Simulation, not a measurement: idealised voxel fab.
The document below concerns the process module designated voxel released beams.
Square cells of 5 nm make up the cross-section cut, whose width is 155 nm.
Cross-sections here: square-cell grids, written as top-down lists of bands, a band being one or more rows of cells. Each band's line starts with the height of the band's top and of its bottom, in nm. Then come its materials from left to right, each with its width in nm. One material with "everywhere" fills the band from edge to edge. "air" is empty space. Basically, 0 is our baseline, since under it the wafer straight out of the box is all one material. The bottom band has no lower end and keeps on going down, so it looks like "0 and below". A width such as "30->40" changes by the same amount from each row of cells to the next, from the band's top row to its bottom row. It should be understood that the words "nothing got changed", when stated for a given step, signify that the cross-section underwent no change in any of its cells during that step. Empty spaces without an open route to the top, at least 8 cells in extent, make up the entry "Trapped voids"; each is given as width x height at distance, where the distance is measured from the left edge, and all are in nm. Anything after a step's settings on that line? It's the simulator's own note about the step. You can add "overlay nm" to a step's line. For a step with a mask, it describes how far the mask lay to the right of its planned position, and a negative number describes a lay to the left.
-- plan
1. op RECEIVE | material Si
2. op CONFORMAL_DEP | material Al2O3 | thk nm 5
3. op DIRECTIONAL_DEP | material SiO2 | thk nm 10
4. op DIRECTIONAL_DEP | material aC | thk nm 15
5. op PATTERN | tone open | mask id ANCHOR | material resist | width nm 40 | thk nm 35 | overlay nm -15
6. op DIRECTIONAL_ETCH | etch materials aC | depth nm 15
7. op STRIP | etch materials resist
8. op DIRECTIONAL_ETCH | etch materials SiO2 | depth nm 10
9. op STRIP | etch materials aC
10. op CONFORMAL_DEP | material SiN | thk nm 15
11. op MASKED_ETCH | tone cover | mask id BEAM | width nm 100 | etch materials SiN | depth nm 15 | overlay nm 0
12. op STRIP | etch materials SiO2
Keep in mind the plan's value for the overlay nm of step 5 comes from the first wafer; the wafers don't share that setting, but they do share the same starting point.
-- First wafer of several, as received: cross-section after step 1
    0 and below = Si everywhere
    Trapped voids: none
-- wafer rows; end of module; cells per material since receipt: (+) gained, (-) lost; then closed voids
overlay nm -15, +31 Al2O3, +72 SiN, Trapped voids: none
overlay nm -10, +31 Al2O3, +72 SiN, Trapped voids: none
overlay nm -5, +31 Al2O3, +72 SiN, Trapped voids: none
overlay nm 0, +31 Al2O3, +72 SiN, Trapped voids: none
overlay nm 5, +31 Al2O3, +72 SiN, Trapped voids: none
overlay nm 10, +31 Al2O3, +72 SiN, Trapped voids: none
overlay nm 15, +31 Al2O3, +72 SiN, Trapped voids: none
